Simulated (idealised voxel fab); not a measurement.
process module | voxel wiring stack
cross-section cut | 260 nm wide | cells 5 nm
A cross-section is a grid of square cells, given in bands from the top down. A band is one or more rows of cells.
Each band's line starts with the height of the band's top and of its bottom, in nm. Then come its materials from left to right, each with its width in nm. One material with "throughout" fills the band from edge to edge. "air" is empty space.
Height 0 is the level under which the wafer as received is all one material. The lowest band goes on downwards, as in "0 down".
A width such as "30 to 40" changes by the same amount from each row of cells to the next, from the band's top row to its bottom row.
"no change" after a step means that no cell of the cross-section changed.
closed voids: empty space of 8 cells or more with no open way to the top, each as width x height at its distance from the left edge, in nm
after a step's settings: what the simulator itself notes on the step
overlay nm, on a step with a mask: how far to the right of its planned place the mask lay; to the left if negative
Each pair below shows a cross-section before one step and the cross-section after it, down to the lowest band that changed. The line under each pair gives the step between them, with its settings. The pairs can come from different runs of this module on the same starting wafer, so a pair continues from the pair above only where its "before" says so.
before
  0 down: Si throughout
  closed voids: none
after
  15 to 0: SiO2 throughout
  below 0: unchanged
  closed voids: none
the step between: op CONFORMAL_DEP | material SiO2 | thk nm 15
before: the cross-section after the pair above
after
  20 to 15: SiN throughout
  below 15: unchanged
  closed voids: none
the step between: op CONFORMAL_DEP | material SiN | thk nm 5
before: the cross-section after the pair above
after
  35 to 20: lowk throughout
  below 20: unchanged
  closed voids: none
the step between: op DIRECTIONAL_DEP | material lowk | thk nm 15
before: the cross-section after the pair above
after
  35 to 20: lowk 90 | air 25 | lowk 25 | air 25 | lowk 95
  below 20: unchanged
  closed voids: none
the step between: op MASKED_ETCH | tone open | mask id METAL_1 | width nm 25 | pitch nm 50 | etch materials lowk | depth nm 15 | overlay nm 0
before: the cross-section after the pair above
after
  35 to 20: lowk 90 | air 25 | lowk 25 | air 25 | lowk 95
  20 to 15: SiN 90 | air 25 | SiN 25 | air 25 | SiN 95
  below 15: unchanged
  closed voids: none
the step between: op MASKED_ETCH | tone open | mask id METAL_1 | width nm 25 | pitch nm 50 | etch materials SiN | depth nm 5 | overlay nm 0
before: the cross-section after the pair above
after
  40 to 35: TiN 95 | air 15 | TiN 35 | air 15 | TiN 100
  35 to 20: lowk 90 | TiN 5 | air 15 | TiN 5 | lowk 25 | TiN 5 | air 15 | TiN 5 | lowk 95
  20 to 15: SiN 90 | TiN 25 | SiN 25 | TiN 25 | SiN 95
  below 15: unchanged
  closed voids: none
the step between: op CONFORMAL_DEP | material TiN | thk nm 5
before: the cross-section after the pair above
after
  50 to 40: W throughout
  40 to 35: TiN 95 | W 15 | TiN 35 | W 15 | TiN 100
  35 to 20: lowk 90 | TiN 5 | W 15 | TiN 5 | lowk 25 | TiN 5 | W 15 | TiN 5 | lowk 95
  below 20: unchanged
  closed voids: none
the step between: op FILL_DEP | material W | thk nm 10
before: the cross-section after the pair above
after
  35 to 20: lowk 90 | TiN 5 | W 15 | TiN 5 | lowk 25 | TiN 5 | W 15 | TiN 5 | lowk 95
  below 20: unchanged
  closed voids: none
the step between: op CMP | height nm 35
before: the cross-section after the pair above
after
  40 to 35: air 85 | Ru 35 | air 15 | Ru 35 | air 90
  below 35: unchanged
  closed voids: none
the step between: op EPI | material Ru | thk nm 5
before: the cross-section after the pair above
after
  45 to 40: SiCN throughout
  40 to 35: SiCN 85 | Ru 35 | SiCN 15 | Ru 35 | SiCN 90
  below 35: unchanged
  closed voids: none
the step between: op FILL_DEP | material SiCN | thk nm 5
before: the cross-section after the pair above
after
  80 to 45: lowk throughout
  below 45: unchanged
  closed voids: none
the step between: op DIRECTIONAL_DEP | material lowk | thk nm 35
before: the cross-section after the pair above
after
  95 to 80: resist 90 | air 15 | resist 155
  below 80: unchanged
  closed voids: none
the step between: op PATTERN | tone open | mask id METAL_2_HOLES | material resist | width nm 15 | thk nm 15 | overlay nm 0
before: the cross-section after the pair above
after
  95 to 80: resist 90 | air 15 | resist 155
  80 to 45: lowk 90 | air 15 | lowk 155
  below 45: unchanged
  closed voids: none
the step between: op DIRECTIONAL_ETCH | etch materials lowk | depth nm 35
before: the cross-section after the pair above
after
  80 to 45: lowk 90 | air 15 | lowk 155
  below 45: unchanged
  closed voids: none
the step between: op STRIP | etch materials resist
before: the cross-section after the pair above
after
  95 to 80: aC 90 | air 15 | aC 155
  80 to 60: lowk 90 | air 15 | lowk 155
  60 to 45: lowk 90 | aC 15 | lowk 155
  below 45: unchanged
  closed voids: none
the step between: op DIRECTIONAL_DEP | material aC | thk nm 15
before: the cross-section after the pair above
after
  130 to 95: resist 90 | air 25 | resist 25 | air 25 | resist 95
  below 95: unchanged
  closed voids: none
the step between: op PATTERN | tone open | mask id METAL_2 | material resist | width nm 25 | pitch nm 50 | thk nm 35 | overlay nm 0
before: the cross-section after the pair above
after
  115 to 95: resist 90 | air 25 | resist 25 | air 25 | resist 95
  95 to 80: aC 90 | air 25 | aC 25 | air 25 | aC 95
  80 to 45: lowk 90 | air 15 | lowk 155
  below 45: unchanged
  closed voids: none
the step between: op DIRECTIONAL_ETCH | etch materials aC | depth nm 15
before: the cross-section after the pair above
after
  95 to 80: aC 90 | air 25 | aC 25 | air 25 | aC 95
  below 80: unchanged
  closed voids: none
the step between: op STRIP | etch materials resist
before: the cross-section after the pair above
after
  95 to 80: aC 90 | air 25 | aC 25 | air 25 | aC 95
  80 to 60: lowk 90 | air 25 | lowk 25 | air 25 | lowk 95
  below 60: unchanged
  closed voids: none
the step between: op DIRECTIONAL_ETCH | etch materials lowk | depth nm 20
before: the cross-section after the pair above
after
  95 to 80: aC 90 | air 25 | aC 25 | air 25 | aC 95
  80 to 60: lowk 90 | air 25 | lowk 25 | air 25 | lowk 95
  60 to 45: lowk 90 | air 15 | lowk 155
  45 to 40: SiCN 90 | air 15 | SiCN 155
  below 40: unchanged
  closed voids: none
the step between: op DIRECTIONAL_ETCH | etch materials SiCN | depth nm 5
before: the cross-section after the pair above
after
  80 to 60: lowk 90 | air 25 | lowk 25 | air 25 | lowk 95
  below 60: unchanged
  closed voids: none
the step between: op STRIP | etch materials aC
before: the cross-section after the pair above
after
  85 to 80: TiN 95 | air 15 | TiN 35 | air 15 | TiN 100
  80 to 65: lowk 90 | TiN 5 | air 15 | TiN 5 | lowk 25 | TiN 5 | air 15 | TiN 5 | lowk 95
  65 to 60: lowk 90 | TiN 5 | air 5 | TiN 15 | lowk 25 | TiN 25 | lowk 95
  60 to 45: lowk 90 | TiN 5 | air 5 | TiN 5 | lowk 155
  45 to 40: SiCN 90 | TiN 15 | SiCN 155
  below 40: unchanged
  closed voids: none
the step between: op CONFORMAL_DEP | material TiN | thk nm 5
before: the cross-section after the pair above
after
  90 to 85: Cu throughout
  85 to 80: TiN 95 | Cu 15 | TiN 35 | Cu 15 | TiN 100
  80 to 65: lowk 90 | TiN 5 | Cu 15 | TiN 5 | lowk 25 | TiN 5 | Cu 15 | TiN 5 | lowk 95
  65 to 60: lowk 90 | TiN 5 | Cu 5 | TiN 15 | lowk 25 | TiN 25 | lowk 95
  60 to 45: lowk 90 | TiN 5 | Cu 5 | TiN 5 | lowk 155
  below 45: unchanged
  closed voids: none
the step between: op FILL_DEP | material Cu | thk nm 5
before: the cross-section after the pair above
after
  80 to 65: lowk 90 | TiN 5 | Cu 15 | TiN 5 | lowk 25 | TiN 5 | Cu 15 | TiN 5 | lowk 95
  below 65: unchanged
  closed voids: none
the step between: op CMP | height nm 80
before: the cross-section after the pair above
after
  85 to 80: SiCN throughout
  below 80: unchanged
  closed voids: none
the step between: op CONFORMAL_DEP | material SiCN | thk nm 5
before
  20 to 15: SiN throughout
  15 to 0: SiO2 throughout
  0 down: Si throughout
  closed voids: none
after
  20 to 15: SiN 90 | air 25 | SiN 25 | air 25 | SiN 95
  below 15: unchanged
  closed voids: none
the step between: op MASKED_ETCH | tone open | mask id METAL_1 | width nm 25 | pitch nm 50 | etch materials SiN | depth nm 5 | overlay nm 0
before: the cross-section after the pair above
after
  25 to 20: TiN 95 | air 15 | TiN 35 | air 15 | TiN 100
  20 to 15: SiN 90 | TiN 25 | SiN 25 | TiN 25 | SiN 95
  below 15: unchanged
  closed voids: none
the step between: op CONFORMAL_DEP | material TiN | thk nm 5
before: the cross-section after the pair above
after
  35 to 25: W throughout
  25 to 20: TiN 95 | W 15 | TiN 35 | W 15 | TiN 100
  below 20: unchanged
  closed voids: none
the step between: op FILL_DEP | material W | thk nm 10
before: the cross-section after the pair above
after
  40 to 35: Ru throughout
  below 35: unchanged
  closed voids: none
the step between: op EPI | material Ru | thk nm 5
before: the cross-section after the pair above
after
  45 to 40: SiCN throughout
  below 40: unchanged
  closed voids: none
the step between: op FILL_DEP | material SiCN | thk nm 5
before: the cross-section after the pair above
after
  80 to 45: lowk throughout
  below 45: unchanged
  closed voids: none
the step between: op DIRECTIONAL_DEP | material lowk | thk nm 35
before: the cross-section after the pair above
after
  95 to 80: resist 90 | air 15 | resist 155
  below 80: unchanged
  closed voids: none
the step between: op PATTERN | tone open | mask id METAL_2_HOLES | material resist | width nm 15 | thk nm 15 | overlay nm 0
before: the cross-section after the pair above
after
  95 to 80: resist 90 | air 15 | resist 155
  80 to 45: lowk 90 | air 15 | lowk 155
  below 45: unchanged
  closed voids: none
the step between: op DIRECTIONAL_ETCH | etch materials lowk | depth nm 35
before: the cross-section after the pair above
after
  80 to 45: lowk 90 | air 15 | lowk 155
  below 45: unchanged
  closed voids: none
the step between: op STRIP | etch materials resist
before: the cross-section after the pair above
after
  95 to 80: aC 90 | air 15 | aC 155
  80 to 60: lowk 90 | air 15 | lowk 155
  60 to 45: lowk 90 | aC 15 | lowk 155
  below 45: unchanged
  closed voids: none
the step between: op DIRECTIONAL_DEP | material aC | thk nm 15
before: the cross-section after the pair above
after
  130 to 95: resist 90 | air 25 | resist 25 | air 25 | resist 95
  below 95: unchanged
  closed voids: none
the step between: op PATTERN | tone open | mask id METAL_2 | material resist | width nm 25 | pitch nm 50 | thk nm 35 | overlay nm 0
before: the cross-section after the pair above
after
  115 to 95: resist 90 | air 25 | resist 25 | air 25 | resist 95
  95 to 80: aC 90 | air 25 | aC 25 | air 25 | aC 95
  80 to 45: lowk 90 | air 15 | lowk 155
  below 45: unchanged
  closed voids: none
the step between: op DIRECTIONAL_ETCH | etch materials aC | depth nm 15
before: the cross-section after the pair above
after
  95 to 80: aC 90 | air 25 | aC 25 | air 25 | aC 95
  below 80: unchanged
  closed voids: none
the step between: op STRIP | etch materials resist
before: the cross-section after the pair above
after
  95 to 80: aC 90 | air 25 | aC 25 | air 25 | aC 95
  80 to 60: lowk 90 | air 25 | lowk 25 | air 25 | lowk 95
  below 60: unchanged
  closed voids: none
the step between: op DIRECTIONAL_ETCH | etch materials lowk | depth nm 20
before: the cross-section after the pair above
after
  95 to 80: aC 90 | air 25 | aC 25 | air 25 | aC 95
  80 to 60: lowk 90 | air 25 | lowk 25 | air 25 | lowk 95
  60 to 45: lowk 90 | air 15 | lowk 155
  45 to 40: SiCN 90 | air 15 | SiCN 155
  below 40: unchanged
  closed voids: none
the step between: op DIRECTIONAL_ETCH | etch materials SiCN | depth nm 5
before: the cross-section after the pair above
after
  80 to 60: lowk 90 | air 25 | lowk 25 | air 25 | lowk 95
  below 60: unchanged
  closed voids: none
the step between: op STRIP | etch materials aC
before: the cross-section after the pair above
after
  85 to 80: TiN 95 | air 15 | TiN 35 | air 15 | TiN 100
  80 to 65: lowk 90 | TiN 5 | air 15 | TiN 5 | lowk 25 | TiN 5 | air 15 | TiN 5 | lowk 95
  65 to 60: lowk 90 | TiN 5 | air 5 | TiN 15 | lowk 25 | TiN 25 | lowk 95
  60 to 45: lowk 90 | TiN 5 | air 5 | TiN 5 | lowk 155
  45 to 40: SiCN 90 | TiN 15 | SiCN 155
  below 40: unchanged
  closed voids: none
the step between: op CONFORMAL_DEP | material TiN | thk nm 5
before: the cross-section after the pair above
after
  90 to 85: Cu throughout
  85 to 80: TiN 95 | Cu 15 | TiN 35 | Cu 15 | TiN 100
  80 to 65: lowk 90 | TiN 5 | Cu 15 | TiN 5 | lowk 25 | TiN 5 | Cu 15 | TiN 5 | lowk 95
  65 to 60: lowk 90 | TiN 5 | Cu 5 | TiN 15 | lowk 25 | TiN 25 | lowk 95
  60 to 45: lowk 90 | TiN 5 | Cu 5 | TiN 5 | lowk 155
  below 45: unchanged
  closed voids: none
the step between: op FILL_DEP | material Cu | thk nm 5
before: the cross-section after the pair above
after
  80 to 65: lowk 90 | TiN 5 | Cu 15 | TiN 5 | lowk 25 | TiN 5 | Cu 15 | TiN 5 | lowk 95
  below 65: unchanged
  closed voids: none
the step between: op CMP | height nm 80
before: the cross-section after the pair above
after
  85 to 80: SiCN throughout
  below 80: unchanged
  closed voids: none
the step between: op CONFORMAL_DEP | material SiCN | thk nm 5
before
  15 to 0: SiO2 throughout
  0 down: Si throughout
  closed voids: none
after
  30 to 0: SiO2 throughout
  below 0: unchanged
  closed voids: none
the step between: op CONFORMAL_DEP | material SiO2 | thk nm 15
before: the cross-section after the pair above
after
  35 to 30: SiN throughout
  below 30: unchanged
  closed voids: none
the step between: op CONFORMAL_DEP | material SiN | thk nm 5
before: the cross-section after the pair above
after
  50 to 35: lowk throughout
  below 35: unchanged
  closed voids: none
the step between: op DIRECTIONAL_DEP | material lowk | thk nm 15
before: the cross-section after the pair above
after
  50 to 35: lowk 90 | air 25 | lowk 25 | air 25 | lowk 95
  below 35: unchanged
  closed voids: none
the step between: op MASKED_ETCH | tone open | mask id METAL_1 | width nm 25 | pitch nm 50 | etch materials lowk | depth nm 15 | overlay nm 0
before: the cross-section after the pair above
after
  50 to 35: lowk 90 | air 25 | lowk 25 | air 25 | lowk 95
  35 to 30: SiN 90 | air 25 | SiN 25 | air 25 | SiN 95
  below 30: unchanged
  closed voids: none
the step between: op MASKED_ETCH | tone open | mask id METAL_1 | width nm 25 | pitch nm 50 | etch materials SiN | depth nm 5 | overlay nm 0
before: the cross-section after the pair above
after
  55 to 50: TiN 95 | air 15 | TiN 35 | air 15 | TiN 100
  50 to 35: lowk 90 | TiN 5 | air 15 | TiN 5 | lowk 25 | TiN 5 | air 15 | TiN 5 | lowk 95
  35 to 30: SiN 90 | TiN 25 | SiN 25 | TiN 25 | SiN 95
  below 30: unchanged
  closed voids: none
the step between: op CONFORMAL_DEP | material TiN | thk nm 5
before: the cross-section after the pair above
after
  65 to 55: W throughout
  55 to 50: TiN 95 | W 15 | TiN 35 | W 15 | TiN 100
  50 to 35: lowk 90 | TiN 5 | W 15 | TiN 5 | lowk 25 | TiN 5 | W 15 | TiN 5 | lowk 95
  below 35: unchanged
  closed voids: none
the step between: op FILL_DEP | material W | thk nm 10
before: the cross-section after the pair above
after
  35 to 30: SiN 90 | TiN 25 | SiN 25 | TiN 25 | SiN 95
  below 30: unchanged
  closed voids: none
the step between: op CMP | height nm 35
before: the cross-section after the pair above
after
  40 to 35: air 85 | Ru 35 | air 15 | Ru 35 | air 90
  below 35: unchanged
  closed voids: none
the step between: op EPI | material Ru | thk nm 5
before: the cross-section after the pair above
after
  45 to 40: SiCN throughout
  40 to 35: SiCN 85 | Ru 35 | SiCN 15 | Ru 35 | SiCN 90
  below 35: unchanged
  closed voids: none
the step between: op FILL_DEP | material SiCN | thk nm 5
before: the cross-section after the pair above
after
  80 to 45: lowk throughout
  below 45: unchanged
  closed voids: none
the step between: op DIRECTIONAL_DEP | material lowk | thk nm 35
before: the cross-section after the pair above
after
  95 to 80: resist 90 | air 15 | resist 155
  below 80: unchanged
  closed voids: none
the step between: op PATTERN | tone open | mask id METAL_2_HOLES | material resist | width nm 15 | thk nm 15 | overlay nm 0
before: the cross-section after the pair above
after
  95 to 80: resist 90 | air 15 | resist 155
  80 to 45: lowk 90 | air 15 | lowk 155
  below 45: unchanged
  closed voids: none
the step between: op DIRECTIONAL_ETCH | etch materials lowk | depth nm 35
before: the cross-section after the pair above
after
  80 to 45: lowk 90 | air 15 | lowk 155
  below 45: unchanged
  closed voids: none
the step between: op STRIP | etch materials resist
before: the cross-section after the pair above
after
  95 to 80: aC 90 | air 15 | aC 155
  80 to 60: lowk 90 | air 15 | lowk 155
  60 to 45: lowk 90 | aC 15 | lowk 155
  below 45: unchanged
  closed voids: none
the step between: op DIRECTIONAL_DEP | material aC | thk nm 15
before: the cross-section after the pair above
after
  130 to 95: resist 90 | air 25 | resist 25 | air 25 | resist 95
  below 95: unchanged
  closed voids: none
the step between: op PATTERN | tone open | mask id METAL_2 | material resist | width nm 25 | pitch nm 50 | thk nm 35 | overlay nm 0
before: the cross-section after the pair above
after
  115 to 95: resist 90 | air 25 | resist 25 | air 25 | resist 95
  95 to 80: aC 90 | air 25 | aC 25 | air 25 | aC 95
  80 to 45: lowk 90 | air 15 | lowk 155
  below 45: unchanged
  closed voids: none
the step between: op DIRECTIONAL_ETCH | etch materials aC | depth nm 15
before: the cross-section after the pair above
after
  95 to 80: aC 90 | air 25 | aC 25 | air 25 | aC 95
  below 80: unchanged
  closed voids: none
the step between: op STRIP | etch materials resist
before: the cross-section after the pair above
after
  95 to 80: aC 90 | air 25 | aC 25 | air 25 | aC 95
  80 to 60: lowk 90 | air 25 | lowk 25 | air 25 | lowk 95
  below 60: unchanged
  closed voids: none
the step between: op DIRECTIONAL_ETCH | etch materials lowk | depth nm 20
before: the cross-section after the pair above
after
  95 to 80: aC 90 | air 25 | aC 25 | air 25 | aC 95
  80 to 60: lowk 90 | air 25 | lowk 25 | air 25 | lowk 95
  60 to 45: lowk 90 | air 15 | lowk 155
  45 to 40: SiCN 90 | air 15 | SiCN 155
  below 40: unchanged
  closed voids: none
the step between: op DIRECTIONAL_ETCH | etch materials SiCN | depth nm 5
before: the cross-section after the pair above
after
  80 to 60: lowk 90 | air 25 | lowk 25 | air 25 | lowk 95
  below 60: unchanged
  closed voids: none
the step between: op STRIP | etch materials aC
before: the cross-section after the pair above
after
  85 to 80: TiN 95 | air 15 | TiN 35 | air 15 | TiN 100
  80 to 65: lowk 90 | TiN 5 | air 15 | TiN 5 | lowk 25 | TiN 5 | air 15 | TiN 5 | lowk 95
  65 to 60: lowk 90 | TiN 5 | air 5 | TiN 15 | lowk 25 | TiN 25 | lowk 95
  60 to 45: lowk 90 | TiN 5 | air 5 | TiN 5 | lowk 155
  45 to 40: SiCN 90 | TiN 15 | SiCN 155
  below 40: unchanged
  closed voids: none
the step between: op CONFORMAL_DEP | material TiN | thk nm 5
before: the cross-section after the pair above
after
  90 to 85: Cu throughout
  85 to 80: TiN 95 | Cu 15 | TiN 35 | Cu 15 | TiN 100
  80 to 65: lowk 90 | TiN 5 | Cu 15 | TiN 5 | lowk 25 | TiN 5 | Cu 15 | TiN 5 | lowk 95
  65 to 60: lowk 90 | TiN 5 | Cu 5 | TiN 15 | lowk 25 | TiN 25 | lowk 95
  60 to 45: lowk 90 | TiN 5 | Cu 5 | TiN 5 | lowk 155
  below 45: unchanged
  closed voids: none
the step between: op FILL_DEP | material Cu | thk nm 5
before: the cross-section after the pair above
after
  80 to 65: lowk 90 | TiN 5 | Cu 15 | TiN 5 | lowk 25 | TiN 5 | Cu 15 | TiN 5 | lowk 95
  below 65: unchanged
  closed voids: none
the step between: op CMP | height nm 80
before: the cross-section after the pair above
after
  85 to 80: SiCN throughout
  below 80: unchanged
  closed voids: none
the step between: op CONFORMAL_DEP | material SiCN | thk nm 5
before
  15 to 0: SiO2 throughout
  0 down: Si throughout
  closed voids: none
after
  30 to 15: lowk throughout
  below 15: unchanged
  closed voids: none
the step between: op DIRECTIONAL_DEP | material lowk | thk nm 15
before: the cross-section after the pair above
after
  35 to 30: SiN throughout
  below 30: unchanged
  closed voids: none
the step between: op CONFORMAL_DEP | material SiN | thk nm 5
before: the cross-section after the pair above
after
  35 to 30: SiN 90 | air 25 | SiN 25 | air 25 | SiN 95
  below 30: unchanged
  closed voids: none
the step between: op MASKED_ETCH | tone open | mask id METAL_1 | width nm 25 | pitch nm 50 | etch materials SiN | depth nm 5 | overlay nm 0
before: the cross-section after the pair above
after
  40 to 35: TiN 95 | air 15 | TiN 35 | air 15 | TiN 100
  35 to 30: SiN 90 | TiN 25 | SiN 25 | TiN 25 | SiN 95
  below 30: unchanged
  closed voids: none
the step between: op CONFORMAL_DEP | material TiN | thk nm 5
before: the cross-section after the pair above
after
  50 to 40: W throughout
  40 to 35: TiN 95 | W 15 | TiN 35 | W 15 | TiN 100
  below 35: unchanged
  closed voids: none
the step between: op FILL_DEP | material W | thk nm 10
before: the cross-section after the pair above
after
  35 to 30: SiN 90 | TiN 25 | SiN 25 | TiN 25 | SiN 95
  below 30: unchanged
  closed voids: none
the step between: op CMP | height nm 35
before: the cross-section after the pair above
after
  40 to 35: air 85 | Ru 35 | air 15 | Ru 35 | air 90
  below 35: unchanged
  closed voids: none
the step between: op EPI | material Ru | thk nm 5
before: the cross-section after the pair above
after
  45 to 40: SiCN throughout
  40 to 35: SiCN 85 | Ru 35 | SiCN 15 | Ru 35 | SiCN 90
  below 35: unchanged
  closed voids: none
the step between: op FILL_DEP | material SiCN | thk nm 5
before: the cross-section after the pair above
after
  80 to 45: lowk throughout
  below 45: unchanged
  closed voids: none
the step between: op DIRECTIONAL_DEP | material lowk | thk nm 35
before: the cross-section after the pair above
after
  95 to 80: resist 90 | air 15 | resist 155
  below 80: unchanged
  closed voids: none
the step between: op PATTERN | tone open | mask id METAL_2_HOLES | material resist | width nm 15 | thk nm 15 | overlay nm 0
before: the cross-section after the pair above
after
  95 to 80: resist 90 | air 15 | resist 155
  80 to 45: lowk 90 | air 15 | lowk 155
  below 45: unchanged
  closed voids: none
the step between: op DIRECTIONAL_ETCH | etch materials lowk | depth nm 35
before: the cross-section after the pair above
after
  80 to 45: lowk 90 | air 15 | lowk 155
  below 45: unchanged
  closed voids: none
the step between: op STRIP | etch materials resist
before: the cross-section after the pair above
after
  95 to 80: aC 90 | air 15 | aC 155
  80 to 60: lowk 90 | air 15 | lowk 155
  60 to 45: lowk 90 | aC 15 | lowk 155
  below 45: unchanged
  closed voids: none
the step between: op DIRECTIONAL_DEP | material aC | thk nm 15
before: the cross-section after the pair above
after
  130 to 95: resist 90 | air 25 | resist 25 | air 25 | resist 95
  below 95: unchanged
  closed voids: none
the step between: op PATTERN | tone open | mask id METAL_2 | material resist | width nm 25 | pitch nm 50 | thk nm 35 | overlay nm 0
before: the cross-section after the pair above
after
  115 to 95: resist 90 | air 25 | resist 25 | air 25 | resist 95
  95 to 80: aC 90 | air 25 | aC 25 | air 25 | aC 95
  80 to 45: lowk 90 | air 15 | lowk 155
  below 45: unchanged
  closed voids: none
the step between: op DIRECTIONAL_ETCH | etch materials aC | depth nm 15
before: the cross-section after the pair above
after
  95 to 80: aC 90 | air 25 | aC 25 | air 25 | aC 95
  below 80: unchanged
  closed voids: none
the step between: op STRIP | etch materials resist
before: the cross-section after the pair above
after
  95 to 80: aC 90 | air 25 | aC 25 | air 25 | aC 95
  80 to 60: lowk 90 | air 25 | lowk 25 | air 25 | lowk 95
  below 60: unchanged
  closed voids: none
the step between: op DIRECTIONAL_ETCH | etch materials lowk | depth nm 20
before: the cross-section after the pair above
after
  95 to 80: aC 90 | air 25 | aC 25 | air 25 | aC 95
  80 to 60: lowk 90 | air 25 | lowk 25 | air 25 | lowk 95
  60 to 45: lowk 90 | air 15 | lowk 155
  45 to 40: SiCN 90 | air 15 | SiCN 155
  below 40: unchanged
  closed voids: none
the step between: op DIRECTIONAL_ETCH | etch materials SiCN | depth nm 5
before: the cross-section after the pair above
after
  80 to 60: lowk 90 | air 25 | lowk 25 | air 25 | lowk 95
  below 60: unchanged
  closed voids: none
the step between: op STRIP | etch materials aC
before: the cross-section after the pair above
after
  85 to 80: TiN 95 | air 15 | TiN 35 | air 15 | TiN 100
  80 to 65: lowk 90 | TiN 5 | air 15 | TiN 5 | lowk 25 | TiN 5 | air 15 | TiN 5 | lowk 95
  65 to 60: lowk 90 | TiN 5 | air 5 | TiN 15 | lowk 25 | TiN 25 | lowk 95
  60 to 45: lowk 90 | TiN 5 | air 5 | TiN 5 | lowk 155
  45 to 40: SiCN 90 | TiN 15 | SiCN 155
  below 40: unchanged
  closed voids: none
the step between: op CONFORMAL_DEP | material TiN | thk nm 5
before: the cross-section after the pair above
after
  90 to 85: Cu throughout
  85 to 80: TiN 95 | Cu 15 | TiN 35 | Cu 15 | TiN 100
  80 to 65: lowk 90 | TiN 5 | Cu 15 | TiN 5 | lowk 25 | TiN 5 | Cu 15 | TiN 5 | lowk 95
  65 to 60: lowk 90 | TiN 5 | Cu 5 | TiN 15 | lowk 25 | TiN 25 | lowk 95
  60 to 45: lowk 90 | TiN 5 | Cu 5 | TiN 5 | lowk 155
  below 45: unchanged
  closed voids: none
the step between: op FILL_DEP | material Cu | thk nm 5
before: the cross-section after the pair above
after
  80 to 65: lowk 90 | TiN 5 | Cu 15 | TiN 5 | lowk 25 | TiN 5 | Cu 15 | TiN 5 | lowk 95
  below 65: unchanged
  closed voids: none
the step between: op CMP | height nm 80
before: the cross-section after the pair above
after
  85 to 80: SiCN throughout
  below 80: unchanged
  closed voids: none
the step between: op CONFORMAL_DEP | material SiCN | thk nm 5
before
  0 down: Si throughout
  closed voids: none
after
  5 to 0: SiO2 throughout
  below 0: unchanged
  closed voids: none
the step between: op CONFORMAL_DEP | material SiO2 | thk nm 5
before: the cross-section after the pair above
after
  10 to 5: SiN throughout
  below 5: unchanged
  closed voids: none
the step between: op CONFORMAL_DEP | material SiN | thk nm 5
before: the cross-section after the pair above
after
  25 to 10: lowk throughout
  below 10: unchanged
  closed voids: none
the step between: op DIRECTIONAL_DEP | material lowk | thk nm 15
before: the cross-section after the pair above
after
  25 to 10: lowk 90 | air 25 | lowk 25 | air 25 | lowk 95
  below 10: unchanged
  closed voids: none
the step between: op MASKED_ETCH | tone open | mask id METAL_1 | width nm 25 | pitch nm 50 | etch materials lowk | depth nm 15 | overlay nm 0
before: the cross-section after the pair above
after
  25 to 10: lowk 90 | air 25 | lowk 25 | air 25 | lowk 95
  10 to 5: SiN 90 | air 25 | SiN 25 | air 25 | SiN 95
  below 5: unchanged
  closed voids: none
the step between: op MASKED_ETCH | tone open | mask id METAL_1 | width nm 25 | pitch nm 50 | etch materials SiN | depth nm 5 | overlay nm 0
before: the cross-section after the pair above
after
  30 to 25: TiN 95 | air 15 | TiN 35 | air 15 | TiN 100
  25 to 10: lowk 90 | TiN 5 | air 15 | TiN 5 | lowk 25 | TiN 5 | air 15 | TiN 5 | lowk 95
  10 to 5: SiN 90 | TiN 25 | SiN 25 | TiN 25 | SiN 95
  below 5: unchanged
  closed voids: none
the step between: op CONFORMAL_DEP | material TiN | thk nm 5
before: the cross-section after the pair above
after
  40 to 30: W throughout
  30 to 25: TiN 95 | W 15 | TiN 35 | W 15 | TiN 100
  25 to 10: lowk 90 | TiN 5 | W 15 | TiN 5 | lowk 25 | TiN 5 | W 15 | TiN 5 | lowk 95
  below 10: unchanged
  closed voids: none
the step between: op FILL_DEP | material W | thk nm 10
before: the cross-section after the pair above
after
  35 to 30: W throughout
  below 30: unchanged
  closed voids: none
the step between: op CMP | height nm 35
before: the cross-section after the pair above
after
  40 to 35: Ru throughout
  below 35: unchanged
  closed voids: none
the step between: op EPI | material Ru | thk nm 5
before: the cross-section after the pair above
after
  45 to 40: SiCN throughout
  below 40: unchanged
  closed voids: none
the step between: op FILL_DEP | material SiCN | thk nm 5
before: the cross-section after the pair above
after
  80 to 45: lowk throughout
  below 45: unchanged
  closed voids: none
the step between: op DIRECTIONAL_DEP | material lowk | thk nm 35
before: the cross-section after the pair above
after
  95 to 80: resist 90 | air 15 | resist 155
  below 80: unchanged
  closed voids: none
the step between: op PATTERN | tone open | mask id METAL_2_HOLES | material resist | width nm 15 | thk nm 15 | overlay nm 0
before: the cross-section after the pair above
after
  95 to 80: resist 90 | air 15 | resist 155
  80 to 45: lowk 90 | air 15 | lowk 155
  below 45: unchanged
  closed voids: none
the step between: op DIRECTIONAL_ETCH | etch materials lowk | depth nm 35
before: the cross-section after the pair above
after
  80 to 45: lowk 90 | air 15 | lowk 155
  below 45: unchanged
  closed voids: none
the step between: op STRIP | etch materials resist
before: the cross-section after the pair above
after
  95 to 80: aC 90 | air 15 | aC 155
  80 to 60: lowk 90 | air 15 | lowk 155
  60 to 45: lowk 90 | aC 15 | lowk 155
  below 45: unchanged
  closed voids: none
the step between: op DIRECTIONAL_DEP | material aC | thk nm 15
before: the cross-section after the pair above
after
  130 to 95: resist 90 | air 25 | resist 25 | air 25 | resist 95
  below 95: unchanged
  closed voids: none
the step between: op PATTERN | tone open | mask id METAL_2 | material resist | width nm 25 | pitch nm 50 | thk nm 35 | overlay nm 0
before: the cross-section after the pair above
after
  115 to 95: resist 90 | air 25 | resist 25 | air 25 | resist 95
  95 to 80: aC 90 | air 25 | aC 25 | air 25 | aC 95
  80 to 45: lowk 90 | air 15 | lowk 155
  below 45: unchanged
  closed voids: none
the step between: op DIRECTIONAL_ETCH | etch materials aC | depth nm 15
before: the cross-section after the pair above
after
  95 to 80: aC 90 | air 25 | aC 25 | air 25 | aC 95
  below 80: unchanged
  closed voids: none
the step between: op STRIP | etch materials resist
before: the cross-section after the pair above
after
  95 to 80: aC 90 | air 25 | aC 25 | air 25 | aC 95
  80 to 60: lowk 90 | air 25 | lowk 25 | air 25 | lowk 95
  below 60: unchanged
  closed voids: none
the step between: op DIRECTIONAL_ETCH | etch materials lowk | depth nm 20
before: the cross-section after the pair above
after
  95 to 80: aC 90 | air 25 | aC 25 | air 25 | aC 95
  80 to 60: lowk 90 | air 25 | lowk 25 | air 25 | lowk 95
  60 to 45: lowk 90 | air 15 | lowk 155
  45 to 40: SiCN 90 | air 15 | SiCN 155
  below 40: unchanged
  closed voids: none
the step between: op DIRECTIONAL_ETCH | etch materials SiCN | depth nm 5
before: the cross-section after the pair above
after
  80 to 60: lowk 90 | air 25 | lowk 25 | air 25 | lowk 95
  below 60: unchanged
  closed voids: none
the step between: op STRIP | etch materials aC
